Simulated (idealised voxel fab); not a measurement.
process module | voxel capacitor over wiring
cross-section cut | 240 nm wide | cells 5 nm
A cross-section is a grid of square cells, given in bands from the top down. A band is one or more rows of cells.
Each band's line starts with the height of the band's top and of its bottom, in nm. Then come its materials from left to right, each with its width in nm. One material with "throughout" fills the band from edge to edge. "air" is empty space.
Height 0 is the level under which the wafer as received is all one material. The lowest band goes on downwards, as in "0 down".
A width such as "30 to 40" changes by the same amount from each row of cells to the next, from the band's top row to its bottom row.
"no change" after a step means that no cell of the cross-section changed.
closed voids: empty space of 8 cells or more with no open way to the top, each as width x height at its distance from the left edge, in nm
after a step's settings: what the simulator itself notes on the step
overlay nm, on a step with a mask: how far to the right of its planned place the mask lay; to the left if negative
plan
1 op RECEIVE | material Si
2 op CONFORMAL_DEP | material SiO2 | thk nm 15
3 op DIRECTIONAL_DEP | material TiN | thk nm 5
4 op DIRECTIONAL_DEP | material W | thk nm 25
5 op PATTERN | tone cover | mask id METAL_1 | material resist | width nm 25 | pitch nm 90 | thk nm 20 | overlay nm 0
6 op DIRECTIONAL_ETCH | etch materials W | depth nm 25
7 op DIRECTIONAL_ETCH | etch materials TiN | depth nm 5
8 op STRIP | etch materials resist
9 op CONFORMAL_DEP | material SiN | thk nm 5
10 op FILL_DEP | material lowk | thk nm 5
11 op CMP | height nm 45
12 op CONFORMAL_DEP | material SiCN | thk nm 5
13 op DIRECTIONAL_DEP | material SiO2 | thk nm 15
14 op DIRECTIONAL_DEP | material aC | thk nm 15
15 op PATTERN | tone open | mask id PLUG_1 | material resist | width nm 15 | thk nm 30 | overlay nm 0
16 op DIRECTIONAL_ETCH | etch materials aC | depth nm 15
17 op STRIP | etch materials resist
18 op DIRECTIONAL_ETCH | etch materials SiO2 | depth nm 15
19 op DIRECTIONAL_ETCH | etch materials SiCN | depth nm 5
20 op STRIP | etch materials aC
21 op CONFORMAL_DEP | material TiN | thk nm 5
22 op FILL_DEP | material Ru | thk nm 10
23 op CMP | height nm 65
24 op DIRECTIONAL_DEP | material TiN | thk nm 5
25 op DIRECTIONAL_DEP | material Al2O3 | thk nm 5
26 op DIRECTIONAL_DEP | material TiN | thk nm 5
27 op DIRECTIONAL_DEP | material aC | thk nm 10
28 op PATTERN | tone cover | mask id UPPER_PLATE | material resist | width nm 70 | thk nm 25 | overlay nm 0
29 op DIRECTIONAL_ETCH | etch materials aC | depth nm 10
30 op STRIP | etch materials resist
31 op DIRECTIONAL_ETCH | etch materials TiN | depth nm 5
32 op DIRECTIONAL_ETCH | etch materials Al2O3 | depth nm 5
33 op STRIP | etch materials aC
34 op PATTERN | tone cover | mask id LOWER_PLATE | material resist | width nm 80 | thk nm 15 | overlay nm 0
35 op DIRECTIONAL_ETCH | etch materials TiN | depth nm 5
36 op STRIP | etch materials resist
37 op FILL_DEP | material SiO2 | thk nm 15
38 op CMP | height nm 90
39 op PATTERN | tone open | mask id PLUG_2 | material resist | width nm 15 | thk nm 15 | overlay nm 0
40 op DIRECTIONAL_ETCH | etch materials SiO2 | depth nm 10
41 op STRIP | etch materials resist
42 op CONFORMAL_DEP | material TiN | thk nm 5
43 op FILL_DEP | material Ru | thk nm 5
44 op CMP | height nm 90
45 op CONFORMAL_DEP | material SiN | thk nm 5
first wafer, as planned
as received, after step 1
  0 down: Si throughout
  closed voids: none
after step 2
  15 to 0: SiO2 throughout
  below 0: unchanged
after step 3
  20 to 15: TiN throughout
  below 15: unchanged
after step 4
  45 to 20: W throughout
  below 20: unchanged
after step 5
  65 to 45: air 60 | resist 25 | air 65 | resist 25 | air 65
  below 45: unchanged
after step 6
  65 to 45: air 60 | resist 25 | air 65 | resist 25 | air 65
  45 to 20: air 60 | W 25 | air 65 | W 25 | air 65
  below 20: unchanged
after step 7
  65 to 45: air 60 | resist 25 | air 65 | resist 25 | air 65
  45 to 20: air 60 | W 25 | air 65 | W 25 | air 65
  20 to 15: air 60 | TiN 25 | air 65 | TiN 25 | air 65
  below 15: unchanged
after step 8
  45 to 20: air 60 | W 25 | air 65 | W 25 | air 65
  below 20: unchanged
after step 9
  50 to 45: air 55 | SiN 35 | air 55 | SiN 35 | air 60
  45 to 20: air 55 | SiN 5 | W 25 | SiN 5 | air 55 | SiN 5 | W 25 | SiN 5 | air 60
  20 to 15: SiN 60 | TiN 25 | SiN 65 | TiN 25 | SiN 65
  below 15: unchanged
after step 10
  55 to 50: lowk throughout
  50 to 45: lowk 55 | SiN 35 | lowk 55 | SiN 35 | lowk 60
  45 to 20: lowk 55 | SiN 5 | W 25 | SiN 5 | lowk 55 | SiN 5 | W 25 | SiN 5 | lowk 60
  below 20: unchanged
after step 11
  45 to 20: lowk 55 | SiN 5 | W 25 | SiN 5 | lowk 55 | SiN 5 | W 25 | SiN 5 | lowk 60
  below 20: unchanged
after step 12
  50 to 45: SiCN throughout
  below 45: unchanged
after step 13
  65 to 50: SiO2 throughout
  below 50: unchanged
after step 14
  80 to 65: aC throughout
  below 65: unchanged
after step 15
  110 to 80: resist 70 | air 15 | resist 155
  below 80: unchanged
after step 16
  95 to 80: resist 70 | air 15 | resist 155
  80 to 65: aC 70 | air 15 | aC 155
  below 65: unchanged
after step 17
  80 to 65: aC 70 | air 15 | aC 155
  below 65: unchanged
after step 18
  80 to 65: aC 70 | air 15 | aC 155
  65 to 50: SiO2 70 | air 15 | SiO2 155
  below 50: unchanged
after step 19
  80 to 65: aC 70 | air 15 | aC 155
  65 to 50: SiO2 70 | air 15 | SiO2 155
  50 to 45: SiCN 70 | air 15 | SiCN 155
  below 45: unchanged
after step 20
  65 to 50: SiO2 70 | air 15 | SiO2 155
  below 50: unchanged
after step 21
  70 to 65: TiN 75 | air 5 | TiN 160
  65 to 50: SiO2 70 | TiN 5 | air 5 | TiN 5 | SiO2 155
  50 to 45: SiCN 70 | TiN 15 | SiCN 155
  below 45: unchanged
after step 22
  80 to 70: Ru throughout
  70 to 65: TiN 75 | Ru 5 | TiN 160
  65 to 50: SiO2 70 | TiN 5 | Ru 5 | TiN 5 | SiO2 155
  below 50: unchanged
after step 23
  65 to 50: SiO2 70 | TiN 5 | Ru 5 | TiN 5 | SiO2 155
  below 50: unchanged
after step 24
  70 to 65: TiN throughout
  below 65: unchanged
after step 25
  75 to 70: Al2O3 throughout
  below 70: unchanged
after step 26
  80 to 75: TiN throughout
  below 75: unchanged
after step 27
  90 to 80: aC throughout
  below 80: unchanged
after step 28
  115 to 90: air 70 | resist 70 | air 100
  below 90: unchanged
after step 29
  105 to 90: air 70 | resist 70 | air 100
  90 to 80: air 70 | aC 70 | air 100
  below 80: unchanged
after step 30
  90 to 80: air 70 | aC 70 | air 100
  below 80: unchanged
after step 31
  90 to 80: air 70 | aC 70 | air 100
  80 to 75: air 70 | TiN 70 | air 100
  below 75: unchanged
after step 32
  90 to 80: air 70 | aC 70 | air 100
  80 to 75: air 70 | TiN 70 | air 100
  75 to 70: air 70 | Al2O3 70 | air 100
  below 70: unchanged
after step 33
  80 to 75: air 70 | TiN 70 | air 100
  below 75: unchanged
after step 34
  95 to 80: air 65 | resist 80 | air 95
  80 to 75: air 65 | resist 5 | TiN 70 | resist 5 | air 95
  75 to 70: air 65 | resist 5 | Al2O3 70 | resist 5 | air 95
  below 70: unchanged
after step 35
  95 to 80: air 65 | resist 80 | air 95
  80 to 75: air 65 | resist 5 | TiN 70 | resist 5 | air 95
  75 to 70: air 65 | resist 5 | Al2O3 70 | resist 5 | air 95
  70 to 65: air 65 | TiN 80 | air 95
  below 65: unchanged
after step 36
  80 to 75: air 70 | TiN 70 | air 100
  75 to 70: air 70 | Al2O3 70 | air 100
  below 70: unchanged
after step 37
  95 to 80: SiO2 throughout
  80 to 75: SiO2 70 | TiN 70 | SiO2 100
  75 to 70: SiO2 70 | Al2O3 70 | SiO2 100
  70 to 65: SiO2 65 | TiN 80 | SiO2 95
  below 65: unchanged
after step 38
  90 to 80: SiO2 throughout
  below 80: unchanged
after step 39
  105 to 90: resist 80 | air 15 | resist 145
  below 90: unchanged
after step 40
  105 to 90: resist 80 | air 15 | resist 145
  90 to 80: SiO2 80 | air 15 | SiO2 145
  below 80: unchanged
after step 41
  90 to 80: SiO2 80 | air 15 | SiO2 145
  below 80: unchanged
after step 42
  95 to 90: TiN 85 | air 5 | TiN 150
  90 to 85: SiO2 80 | TiN 5 | air 5 | TiN 5 | SiO2 145
  85 to 75: SiO2 80 to 70 | TiN 15 to 70 | SiO2 145 to 100
  below 75: unchanged
after step 43
  100 to 95: Ru throughout
  95 to 90: TiN 85 | Ru 5 | TiN 150
  90 to 85: SiO2 80 | TiN 5 | Ru 5 | TiN 5 | SiO2 145
  below 85: unchanged
after step 44
  90 to 85: SiO2 80 | TiN 5 | Ru 5 | TiN 5 | SiO2 145
  below 85: unchanged
after step 45
  95 to 90: SiN throughout
  below 90: unchanged
second wafer: like start, like plan, one mistake. Through step 27 it matches the first wafer
when step 28 should have ended
  115 to 90: resist 70 | air 70 | resist 100
  below 90: unchanged
when step 29 should have ended
  105 to 90: resist 70 | air 70 | resist 100
  90 to 80: aC 70 | air 70 | aC 100
  below 80: unchanged
when step 30 should have ended
  90 to 80: aC 70 | air 70 | aC 100
  below 80: unchanged
when step 31 should have ended
  90 to 80: aC 70 | air 70 | aC 100
  80 to 75: TiN 70 | air 70 | TiN 100
  below 75: unchanged
when step 32 should have ended
  90 to 80: aC 70 | air 70 | aC 100
  80 to 75: TiN 70 | air 70 | TiN 100
  75 to 70: Al2O3 70 | air 70 | Al2O3 100
  below 70: unchanged
when step 33 should have ended
  80 to 75: TiN 70 | air 70 | TiN 100
  below 75: unchanged
when step 34 should have ended
  95 to 80: air 65 | resist 80 | air 95
  80 to 75: TiN 70 | resist 70 | TiN 100
  75 to 70: Al2O3 70 | resist 70 | Al2O3 100
  below 70: unchanged
when step 35 should have ended
  95 to 80: air 65 | resist 80 | air 95
  80 to 75: air 65 | TiN 5 | resist 70 | TiN 5 | air 95
  below 75: unchanged
when step 36 should have ended
  80 to 75: air 65 | TiN 5 | air 70 | TiN 5 | air 95
  75 to 70: Al2O3 70 | air 70 | Al2O3 100
  below 70: unchanged
when step 37 should have ended
  95 to 80: SiO2 throughout
  80 to 75: SiO2 65 | TiN 5 | SiO2 70 | TiN 5 | SiO2 95
  75 to 70: Al2O3 70 | SiO2 70 | Al2O3 100
  below 70: unchanged
when step 38 should have ended
  90 to 80: SiO2 throughout
  below 80: unchanged
when step 39 should have ended
  105 to 90: resist 80 | air 15 | resist 145
  below 90: unchanged
when step 40 should have ended
  105 to 90: resist 80 | air 15 | resist 145
  90 to 80: SiO2 80 | air 15 | SiO2 145
  below 80: unchanged
when step 41 should have ended
  90 to 80: SiO2 80 | air 15 | SiO2 145
  below 80: unchanged
when step 42 should have ended
  95 to 90: TiN 85 | air 5 | TiN 150
  90 to 85: SiO2 80 | TiN 5 | air 5 | TiN 5 | SiO2 145
  85 to 80: SiO2 80 | TiN 15 | SiO2 145
  below 80: unchanged
when step 43 should have ended
  100 to 95: Ru throughout
  95 to 90: TiN 85 | Ru 5 | TiN 150
  90 to 85: SiO2 80 | TiN 5 | Ru 5 | TiN 5 | SiO2 145
  below 85: unchanged
when step 44 should have ended
  90 to 85: SiO2 80 | TiN 5 | Ru 5 | TiN 5 | SiO2 145
  below 85: unchanged
when step 45 should have ended
  95 to 90: SiN throughout
  below 90: unchanged
what went wrong: step 28 ran as: op PATTERN | tone open | mask id UPPER_PLATE | material resist | width nm 70 | thk nm 25 | overlay nm 0
at the end the second wafer has, in cells: 20 more of Al2O3 | 40 fewer of SiO2 | 20 more of TiN
